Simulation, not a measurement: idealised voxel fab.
process module | voxel wiring stack
cross-section cut | 260 nm wide | cells 5 nm
A cross-section is a grid of square cells, given in bands from the top down. A band is one or more rows of cells.
Each band's line starts with the height of the band's top and of its bottom, in nm. Then come its materials from left to right, each with its width in nm. One material with "throughout" fills the band from edge to edge. "air" is empty space.
Height 0 is the level under which the wafer as received is all one material. The lowest band goes on downwards, as in "0 down".
A width such as "30 to 40" changes by the same amount from each row of cells to the next, from the band's top row to its bottom row.
"no change" after a step means that no cell of the cross-section changed.
closed voids: empty space of 8 cells or more with no open way to the top, each as width x height at its distance from the left edge, in nm
after a step's settings: what the simulator itself notes on the step
overlay nm, on a step with a mask: how far to the right of its planned place the mask lay; to the left if negative
plan
1 op RECEIVE | material Si
2 op CONFORMAL_DEP | material SiO2 | thk nm 15
3 op CONFORMAL_DEP | material SiCN | thk nm 5
4 op DIRECTIONAL_DEP | material lowk | thk nm 15
5 op DIRECTIONAL_DEP | material aC | thk nm 10
6 op PATTERN | tone open | mask id METAL_1 | material resist | width nm 20 | pitch nm 40 | thk nm 25 | overlay nm 0
7 op DIRECTIONAL_ETCH | etch materials aC | depth nm 10
8 op STRIP | etch materials resist
9 op DIRECTIONAL_ETCH | etch materials lowk | depth nm 15
10 op DIRECTIONAL_ETCH | etch materials SiCN | depth nm 5
11 op STRIP | etch materials aC
12 op CONFORMAL_DEP | material TiN | thk nm 5
13 op FILL_DEP | material Cu | thk nm 5
14 op CMP | height nm 35
15 op EPI | material Ru | thk nm 5
16 op FILL_DEP | material SiCN | thk nm 5
17 op DIRECTIONAL_DEP | material SiO2 | thk nm 15
18 op DIRECTIONAL_DEP | material aC | thk nm 15
19 op PATTERN | tone open | mask id PLUG_1 | material resist | width nm 15 | pitch nm 40 | thk nm 30 | overlay nm 0
20 op DIRECTIONAL_ETCH | etch materials aC | depth nm 15
21 op STRIP | etch materials resist
22 op DIRECTIONAL_ETCH | etch materials SiO2 | depth nm 15
23 op DIRECTIONAL_ETCH | etch materials SiCN | depth nm 5
24 op STRIP | etch materials aC
25 op EPI | material Ru | thk nm 10
26 op EPI | material Ru | thk nm 10
27 op CONFORMAL_DEP | material SiCN | thk nm 5
28 op DIRECTIONAL_DEP | material lowk | thk nm 20
29 op PATTERN | tone open | mask id METAL_2 | material resist | width nm 20 | pitch nm 40 | thk nm 15 | overlay nm 0
30 op DIRECTIONAL_ETCH | etch materials lowk | depth nm 20
31 op DIRECTIONAL_ETCH | etch materials SiCN | depth nm 5
32 op STRIP | etch materials resist
33 op CONFORMAL_DEP | material TiN | thk nm 5
34 op FILL_DEP | material W | thk nm 5
35 op CMP | height nm 85
36 op CONFORMAL_DEP | material SiCN | thk nm 5
37 op DIRECTIONAL_DEP | material lowk | thk nm 30
38 op MASKED_ETCH | tone open | mask id METAL_3 | width nm 20 | pitch nm 40 | etch materials lowk | depth nm 15 | overlay nm 0
39 op MASKED_ETCH | tone open | mask id METAL_3_HOLES | width nm 15 | pitch nm 40 | etch materials lowk | depth nm 15 | overlay nm 0
40 op MASKED_ETCH | tone open | mask id METAL_3_HOLES | width nm 15 | pitch nm 40 | etch materials SiCN | depth nm 5 | overlay nm 0
41 op CONFORMAL_DEP | material TiN | thk nm 5
42 op FILL_DEP | material Cu | thk nm 5
43 op CMP | height nm 120
44 op CONFORMAL_DEP | material SiCN | thk nm 5
45 op DIRECTIONAL_DEP | material SiO2 | thk nm 20
46 op MASKED_ETCH | tone open | mask id PLUG_3 | width nm 15 | pitch nm 40 | etch materials SiO2 | depth nm 20 | overlay nm 0
47 op MASKED_ETCH | tone open | mask id PLUG_3 | width nm 15 | pitch nm 40 | etch materials SiCN | depth nm 5 | overlay nm 0
48 op EPI | material Ru | thk nm 10
49 op EPI | material Ru | thk nm 10
50 op EPI | material Ru | thk nm 5
51 op DIRECTIONAL_DEP | material TiN | thk nm 5
52 op DIRECTIONAL_DEP | material W | thk nm 25
53 op MASKED_ETCH | tone cover | mask id METAL_4 | width nm 20 | pitch nm 40 | etch materials W | depth nm 25 | overlay nm 0
54 op MASKED_ETCH | tone cover | mask id METAL_4 | width nm 20 | pitch nm 40 | etch materials TiN | depth nm 5 | overlay nm 0
55 op CONFORMAL_DEP | material SiCN | thk nm 5
56 op FILL_DEP | material SiO2 | thk nm 5
57 op CMP | height nm 175
58 op CONFORMAL_DEP | material SiCN | thk nm 5
as received, after step 1
  0 down: Si throughout
  closed voids: none
a wafer at the end: this start, this plan, one mistake
  180 to 175: SiCN throughout
  175 to 155: SiO2 90 | SiCN 5 | W 5 | SiCN 5 | SiO2 25 | SiCN 5 | W 5 | SiCN 5 | SiO2 25 | SiCN 5 | W 5 | SiCN 5 | SiO2 75
  155 to 150: SiO2 75 | SiCN 20 | W 5 | SiCN 5 | SiO2 10 | SiCN 20 | W 5 | SiCN 5 | SiO2 10 | SiCN 20 | W 5 | SiCN 5 | SiO2 75
  150 to 145: SiCN 80 | W 15 | TiN 5 | SiCN 20 | W 15 | TiN 5 | SiCN 20 | W 15 | TiN 5 | SiCN 80
  145 to 125: SiO2 80 | W 15 | SiO2 25 | W 15 | SiO2 25 | W 15 | SiO2 85
  125 to 120: SiCN 80 | TiN 15 | SiCN 25 | TiN 15 | SiCN 25 | TiN 15 | SiCN 85
  120 to 90: lowk throughout
  90 to 85: SiCN throughout
  85 to 65: lowk 80 | TiN 5 | W 10 | TiN 5 | lowk 20 | TiN 5 | W 10 | TiN 5 | lowk 20 | TiN 5 | W 10 | TiN 5 | lowk 80
  65 to 60: SiCN 80 | TiN 20 | SiCN 20 | TiN 20 | SiCN 20 | TiN 20 | SiCN 80
  60 to 45: SiO2 80 | Ru 15 | SiO2 25 | Ru 15 | SiO2 25 | Ru 15 | SiO2 85
  45 to 35: SiCN 80 to 75 | Ru 15 to 30 | SiCN 25 to 10 | Ru 15 to 30 | SiCN 25 to 10 | Ru 15 to 30 | SiCN 85 to 75
  35 to 20: lowk 80 | TiN 5 | Cu 10 | TiN 5 | lowk 20 | TiN 5 | Cu 10 | TiN 5 | lowk 20 | TiN 5 | Cu 10 | TiN 5 | lowk 80
  20 to 15: SiCN 80 | TiN 20 | SiCN 20 | TiN 20 | SiCN 20 | TiN 20 | SiCN 80
  15 to 0: SiO2 throughout
  0 down: Si throughout
  closed voids: none
what went wrong: step 37 was run twice
